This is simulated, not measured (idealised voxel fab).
process module | voxel ribs on slabs
cross-section cut | 140 nm wide | cells 5 nm
A cross-section is a grid of square cells, given in bands from the top down. A band is one or more rows of cells.
Each band's line starts with the height of the band's top and of its bottom, in nm. Then come its materials from left to right, each with its width in nm. One material with "throughout" fills the band from edge to edge. "air" is empty space.
Height 0 is the level under which the wafer as received is all one material. The lowest band goes on downwards, as in "0 down".
A width such as "30 to 40" changes by the same amount from each row of cells to the next, from the band's top row to its bottom row.
"no change" after a step means that no cell of the cross-section changed.
closed voids: empty space of 8 cells or more with no open way to the top, each as width x height at its distance from the left edge, in nm
after a step's settings: what the simulator itself notes on the step
overlay nm, on a step with a mask: how far to the right of its planned place the mask lay; to the left if negative
plan
1 op RECEIVE | material Si
2 op DIRECTIONAL_DEP | material SiO2 | thk nm 20
3 op DIRECTIONAL_DEP | material polySi | thk nm 25
4 op PATTERN | tone cover | mask id RIB | material resist | width nm 30 | thk nm 15 | overlay nm 0
5 op DIRECTIONAL_ETCH | etch materials polySi | depth nm 10
6 op STRIP | etch materials resist
7 op DIRECTIONAL_DEP | material aC | thk nm 15
8 op PATTERN | tone cover | mask id SLAB | material resist | width nm 90 | thk nm 30 | overlay nm 0
9 op DIRECTIONAL_ETCH | etch materials aC | depth nm 15
10 op STRIP | etch materials resist
11 op DIRECTIONAL_ETCH | etch materials polySi | depth nm 15
12 op STRIP | etch materials aC
13 op FILL_DEP | material SiO2 | thk nm 25
14 op CMP | height nm 60
15 op DIRECTIONAL_DEP | material W | thk nm 10
16 op MASKED_ETCH | tone cover | mask id HEATER | width nm 40 | etch materials W | depth nm 10 | overlay nm 0
17 op CONFORMAL_DEP | material SiN | thk nm 10
first wafer, as planned
as received, after step 1
  0 down: Si throughout
  closed voids: none
after step 2
  20 to 0: SiO2 throughout
  below 0: unchanged
after step 3
  45 to 20: polySi throughout
  below 20: unchanged
after step 4
  60 to 45: air 55 | resist 30 | air 55
  below 45: unchanged
after step 5
  60 to 45: air 55 | resist 30 | air 55
  45 to 35: air 55 | polySi 30 | air 55
  below 35: unchanged
after step 6
  45 to 35: air 55 | polySi 30 | air 55
  below 35: unchanged
after step 7
  60 to 50: air 55 | aC 30 | air 55
  50 to 45: aC throughout
  45 to 35: aC 55 | polySi 30 | aC 55
  below 35: unchanged
after step 8
  90 to 60: air 25 | resist 90 | air 25
  60 to 50: air 25 | resist 30 | aC 30 | resist 30 | air 25
  below 50: unchanged
after step 9
  75 to 60: air 25 | resist 90 | air 25
  60 to 50: air 25 | resist 30 | aC 30 | resist 30 | air 25
  50 to 45: air 25 | aC 90 | air 25
  45 to 35: air 25 | aC 30 | polySi 30 | aC 30 | air 25
  below 35: unchanged
after step 10
  60 to 50: air 55 | aC 30 | air 55
  below 50: unchanged
after step 11
  60 to 50: air 55 | aC 30 | air 55
  50 to 45: air 25 | aC 90 | air 25
  45 to 35: air 25 | aC 30 | polySi 30 | aC 30 | air 25
  35 to 20: air 25 | polySi 90 | air 25
  below 20: unchanged
after step 12
  45 to 35: air 55 | polySi 30 | air 55
  below 35: unchanged
after step 13
  70 to 45: SiO2 throughout
  45 to 35: SiO2 55 | polySi 30 | SiO2 55
  35 to 20: SiO2 25 | polySi 90 | SiO2 25
  below 20: unchanged
after step 14
  60 to 45: SiO2 throughout
  below 45: unchanged
after step 15
  70 to 60: W throughout
  below 60: unchanged
after step 16
  70 to 60: air 50 | W 40 | air 50
  below 60: unchanged
after step 17
  80 to 70: air 40 | SiN 60 | air 40
  70 to 60: SiN 50 | W 40 | SiN 50
  below 60: unchanged
second wafer: like start, like plan, one mistake. Through step 3 it matches the first wafer
when step 4 should have ended
  60 to 45: air 45 | resist 30 | air 65
  below 45: unchanged
when step 5 should have ended
  60 to 45: air 45 | resist 30 | air 65
  45 to 35: air 45 | polySi 30 | air 65
  below 35: unchanged
when step 6 should have ended
  45 to 35: air 45 | polySi 30 | air 65
  below 35: unchanged
when step 7 should have ended
  60 to 50: air 45 | aC 30 | air 65
  50 to 45: aC throughout
  45 to 35: aC 45 | polySi 30 | aC 65
  below 35: unchanged
when step 8 should have ended
  90 to 60: air 25 | resist 90 | air 25
  60 to 50: air 25 | resist 20 | aC 30 | resist 40 | air 25
  below 50: unchanged
when step 9 should have ended
  75 to 60: air 25 | resist 90 | air 25
  60 to 50: air 25 | resist 20 | aC 30 | resist 40 | air 25
  50 to 45: air 25 | aC 90 | air 25
  45 to 35: air 25 | aC 20 | polySi 30 | aC 40 | air 25
  below 35: unchanged
when step 10 should have ended
  60 to 50: air 45 | aC 30 | air 65
  below 50: unchanged
when step 11 should have ended
  60 to 50: air 45 | aC 30 | air 65
  50 to 45: air 25 | aC 90 | air 25
  45 to 35: air 25 | aC 20 | polySi 30 | aC 40 | air 25
  35 to 20: air 25 | polySi 90 | air 25
  below 20: unchanged
when step 12 should have ended
  45 to 35: air 45 | polySi 30 | air 65
  below 35: unchanged
when step 13 should have ended
  70 to 45: SiO2 throughout
  45 to 35: SiO2 45 | polySi 30 | SiO2 65
  35 to 20: SiO2 25 | polySi 90 | SiO2 25
  below 20: unchanged
when step 14 should have ended
  60 to 45: SiO2 throughout
  below 45: unchanged
when step 15 should have ended
  70 to 60: W throughout
  below 60: unchanged
when step 16 should have ended
  70 to 60: air 50 | W 40 | air 50
  below 60: unchanged
when step 17 should have ended
  80 to 70: air 40 | SiN 60 | air 40
  70 to 60: SiN 50 | W 40 | SiN 50
  below 60: unchanged
what went wrong: step 4 ran as: op PATTERN | tone cover | mask id RIB | material resist | width nm 30 | thk nm 15 | overlay nm -10
at the end the second wafer has, in cells: as many of each material as the first, in other places
